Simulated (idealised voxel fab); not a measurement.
This is a process module. Its name is voxel self aligned contacts.
cross-section cut | 250 nm wide | cells 5 nm
Cross-sections here: square-cell grids, written as top-down lists of bands, a band being one or more rows of cells.
A band entry consists of two parts. The first gives the height of the band's top and the height of its bottom, in nm. The rest lists the band's materials from left to right, each with its width in nm. A single material labelled with the word "edge to edge" fills the band from edge to edge, and the word "blank" marks empty space.
A quick word on heights: they are counted from 0, and under that level the wafer as it came to us is one material throughout. The lowest band is different from the rest in having no bottom; it simply continues downward, written as in "top 0, no bottom".
Top row gets the first number, bottom row gets the second, and each row in between changes by the same step: that is how a band width like "30 to 40" works.
For the purposes of this document, the phrase "stayed the same" attached to a step denotes that no cell within the cross-section was modified by that step.
"Sealed void inventory" - sealed voids, min. 8 cells, no opening to top; format: width x height at distance (distance from left edge; nm throughout).
What comes after the settings on a step's line is commentary from the simulator itself on that step.
A step line may carry the setting "overlay nm", which, for steps involving a mask, states the distance by which the mask lay to the right of its intended position; negative values denote displacement to the left.
### Planned step list for the process
1. RECEIVE | material Si
2. OXIDIZE | depth nm 5
3. DIRECTIONAL_DEP | material polySi | thk nm 30
4. DIRECTIONAL_DEP | material SiN | thk nm 15
5. DIRECTIONAL_DEP | material aC | thk nm 10
6. PATTERN | tone cover | mask id GATE | material resist | width nm 30 | pitch nm 55 | thk nm 25 | overlay nm 0
7. DIRECTIONAL_ETCH | etch materials aC | depth nm 10
8. STRIP | etch materials resist
9. DIRECTIONAL_ETCH | etch materials SiN | depth nm 15
10. DIRECTIONAL_ETCH | etch materials polySi | depth nm 30
11. STRIP | etch materials aC
12. CONFORMAL_DEP | material SiN | thk nm 5
13. DIRECTIONAL_ETCH | etch materials SiN | depth nm 5
14. FILL_DEP | material SiO2 | thk nm 15
15. CMP | height nm 55
16. DIRECTIONAL_DEP | material aC | thk nm 10
17. PATTERN | tone open | mask id CONTACT | material resist | width nm 35 | pitch nm 55 | thk nm 25 | overlay nm -15
18. DIRECTIONAL_ETCH | etch materials aC | depth nm 10
19. STRIP | etch materials resist
20. DIRECTIONAL_ETCH | etch materials SiO2 | depth nm 60
21. STRIP | etch materials aC
22. CONFORMAL_DEP | material TiN | thk nm 5
23. FILL_DEP | material W | thk nm 10
24. CMP | height nm 55
25. CONFORMAL_DEP | material SiCN | thk nm 5
Every wafer here starts from the same state; it is the step 17 overlay nm that distinguishes them, and the value the plan gives belongs to the first wafer.
### First wafer of several, as received: cross-section after step 1
	top 0, no bottom  Si edge to edge
	Sealed void inventory: none
### Basically each wafer gets a line in the table, showing it at the end of the module: material by material, the cells it gained (+) or lost (-) since we got it, then its closed voids
overlay nm -15, -50 Si, +50 SiCN, +108 SiN, +316 SiO2, +58 TiN, +10 W, +108 polySi, Sealed void inventory: none
overlay nm -10, -50 Si, +50 SiCN, +108 SiN, +296 SiO2, +58 TiN, +30 W, +108 polySi, Sealed void inventory: none
overlay nm -5, -50 Si, +50 SiCN, +108 SiN, +296 SiO2, +58 TiN, +30 W, +108 polySi, Sealed void inventory: none
overlay nm 0, -50 Si, +50 SiCN, +108 SiN, +296 SiO2, +58 TiN, +30 W, +108 polySi, Sealed void inventory: none
overlay nm 5, -50 Si, +50 SiCN, +108 SiN, +296 SiO2, +58 TiN, +30 W, +108 polySi, Sealed void inventory: none
overlay nm 10, -50 Si, +50 SiCN, +108 SiN, +296 SiO2, +58 TiN, +30 W, +108 polySi, Sealed void inventory: none
overlay nm 15, -50 Si, +50 SiCN, +108 SiN, +316 SiO2, +58 TiN, +10 W, +108 polySi, Sealed void inventory: none
